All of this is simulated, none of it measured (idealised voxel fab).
You're looking at the process module voxel air gaps.
The width of the displayed cross-section, cut, is 235 nm; its cells are square, with a size of 5 nm.
Reading order for cross-sections: top band down to bottom band. Underlying form: a grid of square cells. Band size: one or more rows of cells.
Top height, bottom height, nm. Materials left to right, width each, nm. Single material + "edge to edge" = fills band edge to edge. "blank" = empty.
All heights in this document are referenced to 0, defined as the level beneath which the wafer, as received, consists entirely of one material. The lowest band is not bounded below; it extends indefinitely downward and is written in the form "z 0 and below".
Width "30->40": first value at the band's top row of cells, second value at its bottom row, equal change from row to row.
It should be understood that the words "all unchanged", when stated for a given step, signify that the cross-section underwent no change in any of its cells during that step.
"Cavities, sealed" contains a list of empty spaces, each no smaller than 8 cells and without an open way to the top, written in the form width x height at distance with the distance from the left edge and all three in nm.
On each step's line, the part that comes after the settings is the simulator's own comment on the step.
You can add "overlay nm" to a step's line. For a step with a mask, it describes how far the mask lay to the right of its planned position, and a negative number describes a lay to the left.
-- Listed below are the process steps as planned
1) RECEIVE, material Si
2) CONFORMAL_DEP, material SiO2, thk nm 10
3) CONFORMAL_DEP, material SiCN, thk nm 5
4) DIRECTIONAL_DEP, material SiO2, thk nm 40
5) MASKED_ETCH, tone open, mask id LINES, width nm 20, pitch nm 45, etch materials SiO2, depth nm 40, overlay nm 0
6) CONFORMAL_DEP, material TiN, thk nm 5
7) FILL_DEP, material W, thk nm 5
8) CMP, height nm 55
9) EPI, material Ru, thk nm 10
10) SELECTIVE_ETCH, etch materials SiO2, depth nm 50
11) CONFORMAL_DEP, material SiCN, thk nm 5
-- First of two wafers, with the run carried out as planned
-- Cross-section of the incoming wafer, state after step 1
    z 0 and below: Si edge to edge
    Cavities, sealed: none
-- The wafer, seen in cross-section, after step 2
    z 10 to 0: SiO2 edge to edge
    below 0: unchanged
-- The wafer, seen in cross-section, after step 3
    z 15 to 10: SiCN edge to edge
    below 10: unchanged
-- The wafer, seen in cross-section, after step 4
    z 55 to 15: SiO2 edge to edge
    below 15: unchanged
-- The wafer, seen in cross-section, after step 5
    z 55 to 15: SiO2 (40) / blank (20) / SiO2 (25) / blank (20) / SiO2 (25) / blank (20) / SiO2 (25) / blank (20) / SiO2 (40)
    below 15: unchanged
-- The wafer, seen in cross-section, after step 6
    z 60 to 55: TiN (45) / blank (10) / TiN (35) / blank (10) / TiN (35) / blank (10) / TiN (35) / blank (10) / TiN (45)
    z 55 to 20: SiO2 (40) / TiN (5) / blank (10) / TiN (5) / SiO2 (25) / TiN (5) / blank (10) / TiN (5) / SiO2 (25) / TiN (5) / blank (10) / TiN (5) / SiO2 (25) / TiN (5) / blank (10) / TiN (5) / SiO2 (40)
    z 20 to 15: SiO2 (40) / TiN (20) / SiO2 (25) / TiN (20) / SiO2 (25) / TiN (20) / SiO2 (25) / TiN (20) / SiO2 (40)
    below 15: unchanged
-- The wafer, seen in cross-section, after step 7
    z 65 to 60: W edge to edge
    z 60 to 55: TiN (45) / W (10) / TiN (35) / W (10) / TiN (35) / W (10) / TiN (35) / W (10) / TiN (45)
    z 55 to 20: SiO2 (40) / TiN (5) / W (10) / TiN (5) / SiO2 (25) / TiN (5) / W (10) / TiN (5) / SiO2 (25) / TiN (5) / W (10) / TiN (5) / SiO2 (25) / TiN (5) / W (10) / TiN (5) / SiO2 (40)
    below 20: unchanged
-- The wafer, seen in cross-section, after step 8
    z 55 to 20: SiO2 (40) / TiN (5) / W (10) / TiN (5) / SiO2 (25) / TiN (5) / W (10) / TiN (5) / SiO2 (25) / TiN (5) / W (10) / TiN (5) / SiO2 (25) / TiN (5) / W (10) / TiN (5) / SiO2 (40)
    below 20: unchanged
-- The wafer, seen in cross-section, after step 9
    z 65 to 55: blank (30) / Ru (40) / blank (5) / Ru (40) / blank (5) / Ru (40) / blank (5) / Ru (40) / blank (30)
    below 55: unchanged
-- The wafer, seen in cross-section, after step 10
    z 65 to 55: blank (30) / Ru (40) / blank (5) / Ru (40) / blank (5) / Ru (40) / blank (5) / Ru (40) / blank (30)
    z 55 to 20: blank (40) / TiN (5) / W (10) / TiN (5) / blank (25) / TiN (5) / W (10) / TiN (5) / blank (25) / TiN (5) / W (10) / TiN (5) / blank (25) / TiN (5) / W (10) / TiN (5) / blank (40)
    z 20 to 15: blank (40) / TiN (20) / blank (25) / TiN (20) / blank (25) / TiN (20) / blank (25) / TiN (20) / blank (40)
    below 15: unchanged
-- The wafer, seen in cross-section, after step 11
    z 70 to 65: blank (25) / SiCN (185) / blank (25)
    z 65 to 55: blank (25) / SiCN (5) / Ru (40) / SiCN (5) / Ru (40) / SiCN (5) / Ru (40) / SiCN (5) / Ru (40) / SiCN (5) / blank (25)
    z 55 to 50: blank (25) / SiCN (15) / TiN (5) / W (10) / TiN (5) / SiCN (25) / TiN (5) / W (10) / TiN (5) / SiCN (25) / TiN (5) / W (10) / TiN (5) / SiCN (25) / TiN (5) / W (10) / TiN (5) / SiCN (15) / blank (25)
    z 50 to 20: blank (35) / SiCN (5) / TiN (5) / W (10) / TiN (5) / SiCN (5) / blank (15) / SiCN (5) / TiN (5) / W (10) / TiN (5) / SiCN (5) / blank (15) / SiCN (5) / TiN (5) / W (10) / TiN (5) / SiCN (5) / blank (15) / SiCN (5) / TiN (5) / W (10) / TiN (5) / SiCN (5) / blank (35)
    z 20 to 15: SiCN (40) / TiN (20) / SiCN (25) / TiN (20) / SiCN (25) / TiN (20) / SiCN (25) / TiN (20) / SiCN (40)
    below 15: unchanged
    Cavities, sealed: 15 x 30 at 65; 15 x 30 at 110; 15 x 30 at 155
-- What follows concerns the second wafer, which started out like the first and was meant to follow the very same plan; one mistake crept in when it was run, but everything up to and including step 8 is the same as for the first wafer
-- Cross-section: second wafer, time at which step 9 was scheduled to end
    z 75 to 55: blank (20) / Ru (195) / blank (20)
    below 55: unchanged
-- Cross-section: second wafer, time at which step 10 was scheduled to end
    z 75 to 55: blank (20) / Ru (195) / blank (20)
    z 55 to 20: blank (40) / TiN (5) / W (10) / TiN (5) / SiO2 (25) / TiN (5) / W (10) / TiN (5) / SiO2 (25) / TiN (5) / W (10) / TiN (5) / SiO2 (25) / TiN (5) / W (10) / TiN (5) / blank (40)
    z 20 to 15: blank (40) / TiN (20) / SiO2 (25) / TiN (20) / SiO2 (25) / TiN (20) / SiO2 (25) / TiN (20) / blank (40)
    below 15: unchanged
-- Cross-section: second wafer, time at which step 11 was scheduled to end
    z 80 to 75: blank (15) / SiCN (205) / blank (15)
    z 75 to 55: blank (15) / SiCN (5) / Ru (195) / SiCN (5) / blank (15)
    z 55 to 50: blank (15) / SiCN (25) / TiN (5) / W (10) / TiN (5) / SiO2 (25) / TiN (5) / W (10) / TiN (5) / SiO2 (25) / TiN (5) / W (10) / TiN (5) / SiO2 (25) / TiN (5) / W (10) / TiN (5) / SiCN (25) / blank (15)
    z 50 to 20: blank (35) / SiCN (5) / TiN (5) / W (10) / TiN (5) / SiO2 (25) / TiN (5) / W (10) / TiN (5) / SiO2 (25) / TiN (5) / W (10) / TiN (5) / SiO2 (25) / TiN (5) / W (10) / TiN (5) / SiCN (5) / blank (35)
    z 20 to 15: SiCN (40) / TiN (20) / SiO2 (25) / TiN (20) / SiO2 (25) / TiN (20) / SiO2 (25) / TiN (20) / SiCN (40)
    below 15: unchanged
Deviation from plan: heads up, step 9 of the plan got done twice
Wafer comparison, final, in cells, second relative to first, materials more or fewer: 92 more of Ru | 60 fewer of SiCN | 120 more of SiO2
The first wafer finishes with 3 closed voids, while the second finishes with 0.
